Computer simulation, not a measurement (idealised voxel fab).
Documented hereafter: the process module known as voxel wiring stack.
Cross-sectional view cut (width: 230 nm; square cell size: 5 nm).
Cross-section, as written here: a square-cell grid given band by band from the top down, where a band holds one or more rows of cells. Band: top and bottom heights (nm) first, top before bottom; then materials from left to right, widths in nm. "throughout" marks a sole material filling the band edge to edge. "blank" denotes empty space. Measure heights from 0. That's the level where, below it, the as-received wafer is all one material. The lowest band is bottomless and extends downward; write it as in "0 nm and below". Per-row width for "30->40": begins at first number (top row of band), ends at second number (bottom row), increment between rows held constant. "no change occurred" after a step means that no cell of the cross-section changed. For the entry "Enclosed cavities", the listed items are empty spaces with no open way to the top whose size is 8 cells or more; each item follows the pattern width x height at distance, where distance is from the left edge and all three are in nm. The remark found on a step's line after its settings is issued by the simulator itself and pertains to that step. overlay nm: where the mask lay relative to plan, measured to the right, on steps with a mask; negatives go left.

# The process steps that were planned are listed below
step 1: RECEIVE | material Si
step 2: CONFORMAL_DEP | material SiO2 | thk nm 15
step 3: CONFORMAL_DEP | material SiN | thk nm 5
step 4: DIRECTIONAL_DEP | material lowk | thk nm 15
step 5: PATTERN | tone open | mask id METAL_1 | material resist | width nm 15 | pitch nm 50 | thk nm 20 | overlay nm 0
step 6: DIRECTIONAL_ETCH | etch materials lowk | depth nm 15
step 7: DIRECTIONAL_ETCH | etch materials SiN | depth nm 5
step 8: STRIP | etch materials resist
step 9: CONFORMAL_DEP | material TiN | thk nm 5
step 10: FILL_DEP | material W | thk nm 10
step 11: CMP | height nm 35
step 12: EPI | material Ru | thk nm 5
step 13: FILL_DEP | material SiCN | thk nm 5
step 14: DIRECTIONAL_DEP | material lowk | thk nm 30
step 15: PATTERN | tone open | mask id METAL_2_HOLES | material resist | width nm 15 | pitch nm 50 | thk nm 20 | overlay nm 0
step 16: DIRECTIONAL_ETCH | etch materials lowk | depth nm 30
step 17: STRIP | etch materials resist
step 18: DIRECTIONAL_DEP | material aC | thk nm 15
step 19: PATTERN | tone open | mask id METAL_2 | material resist | width nm 20 | pitch nm 50 | thk nm 30 | overlay nm 0
step 20: DIRECTIONAL_ETCH | etch materials aC | depth nm 15
step 21: STRIP | etch materials resist
step 22: DIRECTIONAL_ETCH | etch materials lowk | depth nm 20
step 23: DIRECTIONAL_ETCH | etch materials SiCN | depth nm 5
step 24: STRIP | etch materials aC
step 25: CONFORMAL_DEP | material TiN | thk nm 5
step 26: FILL_DEP | material Cu | thk nm 5
step 27: CMP | height nm 75
step 28: CONFORMAL_DEP | material SiCN | thk nm 5
step 29: DIRECTIONAL_DEP | material lowk | thk nm 25
step 30: MASKED_ETCH | tone open | mask id METAL_3_HOLES | width nm 15 | pitch nm 50 | etch materials lowk | depth nm 25 | overlay nm 0
step 31: DIRECTIONAL_DEP | material aC | thk nm 10
step 32: PATTERN | tone open | mask id METAL_3 | material resist | width nm 20 | pitch nm 50 | thk nm 30 | overlay nm 0
step 33: DIRECTIONAL_ETCH | etch materials aC | depth nm 10
step 34: STRIP | etch materials resist
step 35: DIRECTIONAL_ETCH | etch materials lowk | depth nm 15
step 36: DIRECTIONAL_ETCH | etch materials SiCN | depth nm 5
step 37: STRIP | etch materials aC
step 38: CONFORMAL_DEP | material TiN | thk nm 5
step 39: FILL_DEP | material Ru | thk nm 5
step 40: CMP | height nm 105
step 41: CONFORMAL_DEP | material SiN | thk nm 5
All wafers enter the flow in the same state. The width nm at step 5 differs from wafer to wafer, and the plan gives the value for the first wafer.

# Cross-section of the first of several received wafers, showing its state after step 1
* 0 nm and below: Si throughout
* Enclosed cavities: none

# Table: wafers, a row each; end-of-module cell change per material since receipt, gain (+), loss (-); then closed voids
width nm 15; +36 Cu; +48 Ru; +94 SiCN; +80 SiN; +138 SiO2; +156 TiN; +12 W; +448 lowk; Enclosed cavities: none
width nm 20; +36 Cu; +52 Ru; +90 SiCN; +76 SiN; +138 SiO2; +160 TiN; +24 W; +436 lowk; Enclosed cavities: none
width nm 25; +36 Cu; +56 Ru; +86 SiCN; +72 SiN; +138 SiO2; +164 TiN; +36 W; +424 lowk; Enclosed cavities: none
width nm 30; +36 Cu; +60 Ru; +82 SiCN; +68 SiN; +138 SiO2; +168 TiN; +48 W; +412 lowk; Enclosed cavities: none
width nm 35; +36 Cu; +64 Ru; +78 SiCN; +64 SiN; +138 SiO2; +172 TiN; +60 W; +400 lowk; Enclosed cavities: none
